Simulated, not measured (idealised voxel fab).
The following process module bears the name voxel air gaps.
For reference, the cross-section in this document is cut, with width 275 nm and square cells of 5 nm.
Notation: cross-section as square-cell grid; stated in bands, top first, going down; one or more cell rows per band.
Each band's line starts with the height of the band's top and of its bottom, in nm. Then come its materials from left to right, each with its width in nm. One material with "everywhere" fills the band from edge to edge. "empty" is empty space.
Note: height 0 marks the level under which the wafer is uniformly one material as received. Lowest band unbounded below, written "0 nm and below".
It should be noted that a width expressed as "30->40" varies in equal increments from row to row of cells within the band, taking the value of the first number at the top row and that of the second number at the bottom row.
When a step is marked "no change", none of the cells in the cross-section changed during that step.
Any empty space of 8 cells or more lacking an open way to the top shows up in "Sealed internal voids" as width x height at distance, distance from the left edge, in nm.
Note: text after step settings on the step line = simulator remark on that step.
overlay nm: how far to the right of its planned place the mask lay on this masked step (negative: to the left).
**List of planned process steps**
1: RECEIVE, material Si
2: CONFORMAL_DEP, material SiO2, thk nm 10
3: CONFORMAL_DEP, material SiCN, thk nm 5
4: DIRECTIONAL_DEP, material SiO2, thk nm 35
5: PATTERN, tone open, mask id LINES, material resist, width nm 20, pitch nm 50, thk nm 20, overlay nm 0
6: DIRECTIONAL_ETCH, etch materials SiO2, depth nm 35
7: STRIP, etch materials resist
8: CONFORMAL_DEP, material TiN, thk nm 5
9: FILL_DEP, material Cu, thk nm 10
10: CMP, height nm 50
11: EPI, material Ru, thk nm 10
12: SELECTIVE_ETCH, etch materials SiO2, depth nm 45
13: CONFORMAL_DEP, material SiCN, thk nm 5
**Cross-sectional view of the wafer in its as-received condition, corresponding to the state after step 1**
0 nm and below | Si everywhere
Sealed internal voids: none
**First of two wafers, end-of-module section, run followed plan**
65 nm to 60 nm | 60 of empty; 150 of SiCN; 65 of empty
60 nm to 50 nm | 60 of empty; 5 of SiCN; 40 of Ru; 10 of SiCN; 40 of Ru; 10 of SiCN; 40 of Ru; 5 of SiCN; 65 of empty
50 nm to 45 nm | 60 of empty; 15 of SiCN; 5 of TiN; 10 of Cu; 5 of TiN; 30 of SiCN; 5 of TiN; 10 of Cu; 5 of TiN; 30 of SiCN; 5 of TiN; 10 of Cu; 5 of TiN; 15 of SiCN; 65 of empty
45 nm to 20 nm | 70 of empty; 5 of SiCN; 5 of TiN; 10 of Cu; 5 of TiN; 5 of SiCN; 20 of empty; 5 of SiCN; 5 of TiN; 10 of Cu; 5 of TiN; 5 of SiCN; 20 of empty; 5 of SiCN; 5 of TiN; 10 of Cu; 5 of TiN; 5 of SiCN; 75 of empty
20 nm to 15 nm | 75 of SiCN; 20 of TiN; 30 of SiCN; 20 of TiN; 30 of SiCN; 20 of TiN; 80 of SiCN
15 nm to 10 nm | SiCN everywhere
10 nm to 0 nm | SiO2 everywhere
0 nm and below | Si everywhere
Sealed internal voids: 20 x 25 at 100; 20 x 25 at 150
**second wafer at the end: like start, like plan, one mistake**
65 nm to 60 nm | 60 of empty; 155 of SiCN; 60 of empty
60 nm to 50 nm | 60 of empty; 5 of SiCN; 45 of Ru; 5 of SiCN; 45 of Ru; 5 of SiCN; 45 of Ru; 5 of SiCN; 60 of empty
50 nm to 45 nm | 60 of empty; 15 of SiCN; 5 of TiN; 15 of Cu; 5 of TiN; 25 of SiCN; 5 of TiN; 15 of Cu; 5 of TiN; 25 of SiCN; 5 of TiN; 15 of Cu; 5 of TiN; 15 of SiCN; 60 of empty
45 nm to 20 nm | 70 of empty; 5 of SiCN; 5 of TiN; 15 of Cu; 5 of TiN; 5 of SiCN; 15 of empty; 5 of SiCN; 5 of TiN; 15 of Cu; 5 of TiN; 5 of SiCN; 15 of empty; 5 of SiCN; 5 of TiN; 15 of Cu; 5 of TiN; 5 of SiCN; 70 of empty
20 nm to 15 nm | 75 of SiCN; 25 of TiN; 25 of SiCN; 25 of TiN; 25 of SiCN; 25 of TiN; 75 of SiCN
15 nm to 10 nm | SiCN everywhere
10 nm to 0 nm | SiO2 everywhere
0 nm and below | Si everywhere
Sealed internal voids: 15 x 25 at 105; 15 x 25 at 155
Diagnosis: contrary to plan, step 5 was performed as PATTERN, tone open, mask id LINES, material resist, width nm 25, pitch nm 50, thk nm 20, overlay nm 0
Wrapping up, a cell-based count of both wafers puts the second over or under the first for these materials: Cu: 18 more, Ru: 6 more, SiCN: 8 fewer, TiN: 3 more
